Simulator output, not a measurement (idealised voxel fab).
Herein follows the process module entitled voxel spacer lines.
Cross-section cut: width 225 nm, square cells of 5 nm.
Bands, listed from the top down, are how a cross-section gets written in this document; the cross-section itself is a grid of square cells, and a band is one or more rows of them.
In this notation a band is specified by the heights of its top and bottom, in that order and in nm, after which its materials appear from left to right, each paired with its width in nm. The word "everywhere" attached to a single material means that material fills the band from edge to edge; the word "empty" stands for empty space.
Heights are expressed relative to 0, this being the level below which the as-received wafer comprises one material exclusively. The lowest band is unbounded in the downward direction and is denoted as in "z 0 and below".
Top row gets the first number, bottom row gets the second, and each row in between changes by the same step: that is how a band width like "30..40" works.
Where a step carries "nothing changed", the cross-section came out of it unchanged, cell for cell.
"Closed void table" enumerates empty spaces isolated from the top, with no open way to it, that contain at least 8 cells, giving each as width x height at distance from the left edge, all three in nm.
On each step's line, the part that comes after the settings is the simulator's own comment on the step.
Regarding "overlay nm": on a step with a mask, it is the distance the mask lay to the right of its planned place; a negative value places it to the left.

-- Process steps - plan
1. RECEIVE (material Si)
2. CONFORMAL_DEP (material Al2O3; thk nm 10)
3. DIRECTIONAL_DEP (material TiN; thk nm 15)
4. DIRECTIONAL_DEP (material polySi; thk nm 20)
5. PATTERN (tone cover; mask id MANDREL; material resist; width nm 25; pitch nm 80; thk nm 30; overlay nm 0)
6. DIRECTIONAL_ETCH (etch materials polySi; depth nm 20)
7. STRIP (etch materials resist)
8. CONFORMAL_DEP (material SiO2; thk nm 15)
9. DIRECTIONAL_ETCH (etch materials SiO2; depth nm 15)
10. STRIP (etch materials polySi)
11. DIRECTIONAL_ETCH (etch materials TiN; depth nm 15)
12. STRIP (etch materials SiO2)
13. FILL_DEP (material lowk; thk nm 10)
14. CMP (height nm 25)

-- First of two wafers, processed according to plan

-- The cross-section here shows the wafer as received, i.e. in its state after step 1
	z 0 and below | Si everywhere
	Closed void table: none

-- Cross-section: wafer state after step 2
	z 10 to 0 | Al2O3 everywhere
	below 0: unchanged

-- Cross-section: wafer state after step 3
	z 25 to 10 | TiN everywhere
	below 10: unchanged

-- Cross-section: wafer state after step 4
	z 45 to 25 | polySi everywhere
	below 25: unchanged

-- Cross-section: wafer state after step 5
	z 75 to 45 | empty: 60 | resist: 25 | empty: 55 | resist: 25 | empty: 60
	below 45: unchanged

-- Cross-section: wafer state after step 6
	z 75 to 45 | empty: 60 | resist: 25 | empty: 55 | resist: 25 | empty: 60
	z 45 to 25 | empty: 60 | polySi: 25 | empty: 55 | polySi: 25 | empty: 60
	below 25: unchanged

-- Cross-section: wafer state after step 7
	z 45 to 25 | empty: 60 | polySi: 25 | empty: 55 | polySi: 25 | empty: 60
	below 25: unchanged

-- Cross-section: wafer state after step 8
	z 60 to 45 | empty: 45 | SiO2: 55 | empty: 25 | SiO2: 55 | empty: 45
	z 45 to 40 | empty: 45 | SiO2: 15 | polySi: 25 | SiO2: 15 | empty: 25 | SiO2: 15 | polySi: 25 | SiO2: 15 | empty: 45
	z 40 to 25 | SiO2: 60 | polySi: 25 | SiO2: 55 | polySi: 25 | SiO2: 60
	below 25: unchanged

-- Cross-section: wafer state after step 9
	z 45 to 25 | empty: 45 | SiO2: 15 | polySi: 25 | SiO2: 15 | empty: 25 | SiO2: 15 | polySi: 25 | SiO2: 15 | empty: 45
	below 25: unchanged

-- Cross-section: wafer state after step 10
	z 45 to 25 | empty: 45 | SiO2: 15 | empty: 25 | SiO2: 15 | empty: 25 | SiO2: 15 | empty: 25 | SiO2: 15 | empty: 45
	below 25: unchanged

-- Cross-section: wafer state after step 11
	z 45 to 25 | empty: 45 | SiO2: 15 | empty: 25 | SiO2: 15 | empty: 25 | SiO2: 15 | empty: 25 | SiO2: 15 | empty: 45
	z 25 to 10 | empty: 45 | TiN: 15 | empty: 25 | TiN: 15 | empty: 25 | TiN: 15 | empty: 25 | TiN: 15 | empty: 45
	below 10: unchanged

-- Cross-section: wafer state after step 12
	z 25 to 10 | empty: 45 | TiN: 15 | empty: 25 | TiN: 15 | empty: 25 | TiN: 15 | empty: 25 | TiN: 15 | empty: 45
	below 10: unchanged

-- Cross-section: wafer state after step 13
	z 35 to 25 | lowk everywhere
	z 25 to 10 | lowk: 45 | TiN: 15 | lowk: 25 | TiN: 15 | lowk: 25 | TiN: 15 | lowk: 25 | TiN: 15 | lowk: 45
	below 10: unchanged

-- Cross-section: wafer state after step 14
	z 25 to 10 | lowk: 45 | TiN: 15 | lowk: 25 | TiN: 15 | lowk: 25 | TiN: 15 | lowk: 25 | TiN: 15 | lowk: 45
	below 10: unchanged

-- Second wafer, same starting conditions and recipe as the first, one mistake in executing it, nothing differs from the first up to and including step 4

-- Cross-section of the second wafer corresponding to the planned conclusion of step 5
	z 75 to 45 | empty: 55 | resist: 25 | empty: 55 | resist: 25 | empty: 65
	below 45: unchanged

-- Cross-section of the second wafer corresponding to the planned conclusion of step 6
	z 75 to 45 | empty: 55 | resist: 25 | empty: 55 | resist: 25 | empty: 65
	z 45 to 25 | empty: 55 | polySi: 25 | empty: 55 | polySi: 25 | empty: 65
	below 25: unchanged

-- Cross-section of the second wafer corresponding to the planned conclusion of step 7
	z 45 to 25 | empty: 55 | polySi: 25 | empty: 55 | polySi: 25 | empty: 65
	below 25: unchanged

-- Cross-section of the second wafer corresponding to the planned conclusion of step 8
	z 60 to 45 | empty: 40 | SiO2: 55 | empty: 25 | SiO2: 55 | empty: 50
	z 45 to 40 | empty: 40 | SiO2: 15 | polySi: 25 | SiO2: 15 | empty: 25 | SiO2: 15 | polySi: 25 | SiO2: 15 | empty: 50
	z 40 to 25 | SiO2: 55 | polySi: 25 | SiO2: 55 | polySi: 25 | SiO2: 65
	below 25: unchanged

-- Cross-section of the second wafer corresponding to the planned conclusion of step 9
	z 45 to 25 | empty: 40 | SiO2: 15 | polySi: 25 | SiO2: 15 | empty: 25 | SiO2: 15 | polySi: 25 | SiO2: 15 | empty: 50
	below 25: unchanged

-- Cross-section of the second wafer corresponding to the planned conclusion of step 10
	z 45 to 25 | empty: 40 | SiO2: 15 | empty: 25 | SiO2: 15 | empty: 25 | SiO2: 15 | empty: 25 | SiO2: 15 | empty: 50
	below 25: unchanged

-- Cross-section of the second wafer corresponding to the planned conclusion of step 11
	z 45 to 25 | empty: 40 | SiO2: 15 | empty: 25 | SiO2: 15 | empty: 25 | SiO2: 15 | empty: 25 | SiO2: 15 | empty: 50
	z 25 to 10 | empty: 40 | TiN: 15 | empty: 25 | TiN: 15 | empty: 25 | TiN: 15 | empty: 25 | TiN: 15 | empty: 50
	below 10: unchanged

-- Cross-section of the second wafer corresponding to the planned conclusion of step 12
	z 25 to 10 | empty: 40 | TiN: 15 | empty: 25 | TiN: 15 | empty: 25 | TiN: 15 | empty: 25 | TiN: 15 | empty: 50
	below 10: unchanged

-- Cross-section of the second wafer corresponding to the planned conclusion of step 13
	z 35 to 25 | lowk everywhere
	z 25 to 10 | lowk: 40 | TiN: 15 | lowk: 25 | TiN: 15 | lowk: 25 | TiN: 15 | lowk: 25 | TiN: 15 | lowk: 50
	below 10: unchanged

-- Cross-section of the second wafer corresponding to the planned conclusion of step 14
	z 25 to 10 | lowk: 40 | TiN: 15 | lowk: 25 | TiN: 15 | lowk: 25 | TiN: 15 | lowk: 25 | TiN: 15 | lowk: 50
	below 10: unchanged
Against the plan, the run slipped here: so step 5 ended up running with a different setting than we planned, it ran as PATTERN (tone cover; mask id MANDREL; material resist; width nm 25; pitch nm 80; thk nm 30; overlay nm -5)
Same inventory, different map: at the end, the second wafer holds as many cells of each material as the first, placed elsewhere.
